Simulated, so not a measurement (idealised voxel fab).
process module | voxel wiring stack
cross-section cut | 165 nm wide | cells 5 nm
A cross-section is a grid of square cells, given in bands from the top down. A band is one or more rows of cells.
Each band's line starts with the height of the band's top and of its bottom, in nm. Then come its materials from left to right, each with its width in nm. One material with "throughout" fills the band from edge to edge. "air" is empty space.
Height 0 is the level under which the wafer as received is all one material. The lowest band goes on downwards, as in "0 down".
A width such as "30 to 40" changes by the same amount from each row of cells to the next, from the band's top row to its bottom row.
"no change" after a step means that no cell of the cross-section changed.
closed voids: empty space of 8 cells or more with no open way to the top, each as width x height at its distance from the left edge, in nm
after a step's settings: what the simulator itself notes on the step
overlay nm, on a step with a mask: how far to the right of its planned place the mask lay; to the left if negative
plan
1 op RECEIVE | material Si
2 op CONFORMAL_DEP | material SiO2 | thk nm 15
3 op CONFORMAL_DEP | material SiCN | thk nm 5
4 op DIRECTIONAL_DEP | material SiO2 | thk nm 20
5 op PATTERN | tone open | mask id METAL_1 | material resist | width nm 25 | pitch nm 50 | thk nm 20 | overlay nm 0
6 op DIRECTIONAL_ETCH | etch materials SiO2 | depth nm 20
7 op DIRECTIONAL_ETCH | etch materials SiCN | depth nm 5
8 op STRIP | etch materials resist
9 op CONFORMAL_DEP | material TiN | thk nm 5
10 op FILL_DEP | material Cu | thk nm 10
11 op CMP | height nm 40
12 op EPI | material Ru | thk nm 5
13 op FILL_DEP | material SiCN | thk nm 5
14 op DIRECTIONAL_DEP | material SiO2 | thk nm 15
15 op DIRECTIONAL_DEP | material aC | thk nm 10
16 op PATTERN | tone open | mask id PLUG_1 | material resist | width nm 15 | thk nm 25 | overlay nm 0
17 op DIRECTIONAL_ETCH | etch materials aC | depth nm 10
18 op STRIP | etch materials resist
19 op DIRECTIONAL_ETCH | etch materials SiO2 | depth nm 15
20 op DIRECTIONAL_ETCH | etch materials SiCN | depth nm 5
21 op STRIP | etch materials aC
22 op CONFORMAL_DEP | material TiN | thk nm 5
23 op FILL_DEP | material Cu | thk nm 5
24 op CMP | height nm 65
25 op DIRECTIONAL_DEP | material TiN | thk nm 5
26 op DIRECTIONAL_DEP | material W | thk nm 15
27 op MASKED_ETCH | tone cover | mask id METAL_2 | width nm 25 | pitch nm 50 | etch materials W | depth nm 15 | overlay nm 0
28 op MASKED_ETCH | tone cover | mask id METAL_2 | width nm 25 | pitch nm 50 | etch materials TiN | depth nm 5 | overlay nm 0
29 op FILL_DEP | material lowk | thk nm 10
30 op CMP | height nm 85
31 op CONFORMAL_DEP | material SiCN | thk nm 5
32 op DIRECTIONAL_DEP | material lowk | thk nm 25
33 op DIRECTIONAL_DEP | material aC | thk nm 10
34 op PATTERN | tone open | mask id METAL_3_HOLES | material resist | width nm 15 | thk nm 30 | overlay nm 0
35 op DIRECTIONAL_ETCH | etch materials aC | depth nm 10
36 op STRIP | etch materials resist
37 op DIRECTIONAL_ETCH | etch materials lowk | depth nm 25
38 op STRIP | etch materials aC
39 op MASKED_ETCH | tone open | mask id METAL_3 | width nm 25 | pitch nm 50 | etch materials lowk | depth nm 15 | overlay nm 0
40 op MASKED_ETCH | tone open | mask id METAL_3 | width nm 25 | pitch nm 50 | etch materials SiCN | depth nm 5 | overlay nm 0
41 op CONFORMAL_DEP | material TiN | thk nm 5
42 op FILL_DEP | material Ru | thk nm 5
43 op CMP | height nm 115
44 op CONFORMAL_DEP | material SiCN | thk nm 5
45 op DIRECTIONAL_DEP | material SiO2 | thk nm 30
46 op DIRECTIONAL_DEP | material aC | thk nm 15
47 op PATTERN | tone open | mask id METAL_4_HOLES | material resist | width nm 15 | pitch nm 50 | thk nm 30 | overlay nm 0
48 op DIRECTIONAL_ETCH | etch materials aC | depth nm 15
49 op STRIP | etch materials resist
50 op DIRECTIONAL_ETCH | etch materials SiO2 | depth nm 30
51 op STRIP | etch materials aC
52 op DIRECTIONAL_DEP | material aC | thk nm 15
53 op PATTERN | tone open | mask id METAL_4 | material resist | width nm 25 | pitch nm 50 | thk nm 30 | overlay nm 0
54 op DIRECTIONAL_ETCH | etch materials aC | depth nm 15
55 op STRIP | etch materials resist
56 op DIRECTIONAL_ETCH | etch materials SiO2 | depth nm 15
57 op DIRECTIONAL_ETCH | etch materials SiCN | depth nm 5
58 op STRIP | etch materials aC
59 op CONFORMAL_DEP | material TiN | thk nm 5
60 op FILL_DEP | material Cu | thk nm 5
61 op CMP | height nm 150
62 op CONFORMAL_DEP | material SiN | thk nm 5
as received, after step 1
  0 down: Si throughout
  closed voids: none
a wafer at the end: this start, this plan, one mistake
  155 to 150: SiN throughout
  150 to 140: SiO2 45 | TiN 5 | Cu 15 | TiN 5 | SiO2 25 | TiN 5 | Cu 15 | TiN 5 | SiO2 45
  140 to 135: SiO2 45 | TiN 5 | Cu 5 | TiN 15 | SiO2 25 | TiN 5 | Cu 5 | TiN 15 | SiO2 45
  135 to 120: SiO2 45 | TiN 5 | Cu 5 | TiN 5 | SiO2 35 | TiN 5 | Cu 5 | TiN 5 | SiO2 55
  120 to 115: SiCN 45 | TiN 15 | SiCN 35 | TiN 15 | SiCN 55
  115 to 105: lowk 45 | TiN 5 | Ru 15 | TiN 5 | lowk 25 | TiN 5 | Ru 15 | TiN 5 | lowk 45
  105 to 100: lowk 45 | TiN 5 | Ru 5 | TiN 15 | lowk 25 | TiN 25 | lowk 45
  100 to 90: lowk 45 | TiN 5 | Ru 5 | TiN 5 | lowk 105
  90 to 85: SiCN 45 | TiN 15 | SiCN 105
  85 to 70: lowk 45 | W 25 | lowk 25 | W 25 | lowk 45
  70 to 65: lowk 45 | TiN 25 | lowk 25 | TiN 25 | lowk 45
  65 to 50: SiO2 45 | TiN 5 | Cu 5 | TiN 5 | SiO2 105
  50 to 45: SiCN 45 | TiN 15 | SiCN 105
  45 to 40: SiCN 40 | Ru 35 | SiCN 15 | Ru 35 | SiCN 40
  40 to 25: SiO2 45 | TiN 5 | Cu 15 | TiN 5 | SiO2 25 | TiN 5 | Cu 15 | TiN 5 | SiO2 45
  25 to 20: SiO2 45 | TiN 25 | SiO2 25 | TiN 25 | SiO2 45
  20 to 5: SiO2 throughout
  5 to 0: SiCN throughout
  0 down: Si throughout
  closed voids: none
what went wrong: steps 2 and 3 were swapped
